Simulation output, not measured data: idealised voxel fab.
The process module presented herein is designated voxel local oxidation.
Each square cell in cross-section cut measures 5 nm, and the section as a whole is 175 nm wide.
When this document writes out a cross-section, it uses a grid of square cells and lists it as bands, beginning at the top and moving down, with a band standing for one or more rows of cells. Look at the band entry: it leads with the top's height and the bottom's height in nm. Then it lists the materials left to right, with a width in nm for each. The word "all across" on a single material says that material fills the band edge to edge. The word "blank" is empty space. The reference from which all heights are counted is 0, the level beneath which the as-received wafer is entirely one material; the lowest band, having no lower bound, proceeds downward and is written after the example "0..down". The notation "30 to 40" denotes a width that varies across the rows of cells in the band, beginning at the first number in the top row, finishing at the second number in the bottom row, and changing by an identical amount from each row to the next. You'll sometimes find "nothing different" written for a step, and that's the way of saying that nowhere in the cross-section did a cell change during that step. The list in "Enclosed empty spaces" covers empty spaces of 8 cells or more that cannot reach the top through any open way, and it gives each as width x height at distance; the distance is from the left edge, and width, height and distance are in nm. Whatever follows a step's settings on its line is a remark the simulator itself makes about that step. "overlay nm" answers the question of how far to the right of plan the mask lay on a step that has a mask, and when it is negative the answer is to the left.

plan:
step 1: op RECEIVE | material Si
step 2: op OXIDIZE | depth nm 5
step 3: op CONFORMAL_DEP | material SiN | thk nm 10
step 4: op PATTERN | tone cover | mask id ACTIVE | material resist | width nm 130 | thk nm 15 | overlay nm 0
step 5: op DIRECTIONAL_ETCH | etch materials SiN | depth nm 10
step 6: op STRIP | etch materials resist
step 7: op SELECTIVE_ETCH | etch materials SiO2 | depth nm 5
step 8: op OXIDIZE | depth nm 10
step 9: op STRIP | etch materials SiN

Cross-section, incoming material, after step 1:
    0..down: Si all across
    Enclosed empty spaces: none

This is how the wafer looks in cross-section once the module is done, given the starting state and plan above and one mistake in carrying the plan out:
    0..-5: blank: 25, SiO2: 120, blank: 30
    -5..-15: SiO2 all across
    -15..down: Si all across
    Enclosed empty spaces: none
Short version of what went wrong: step 2 ran with different settings than intended, the actual operation and settings being op OXIDIZE | depth nm 15
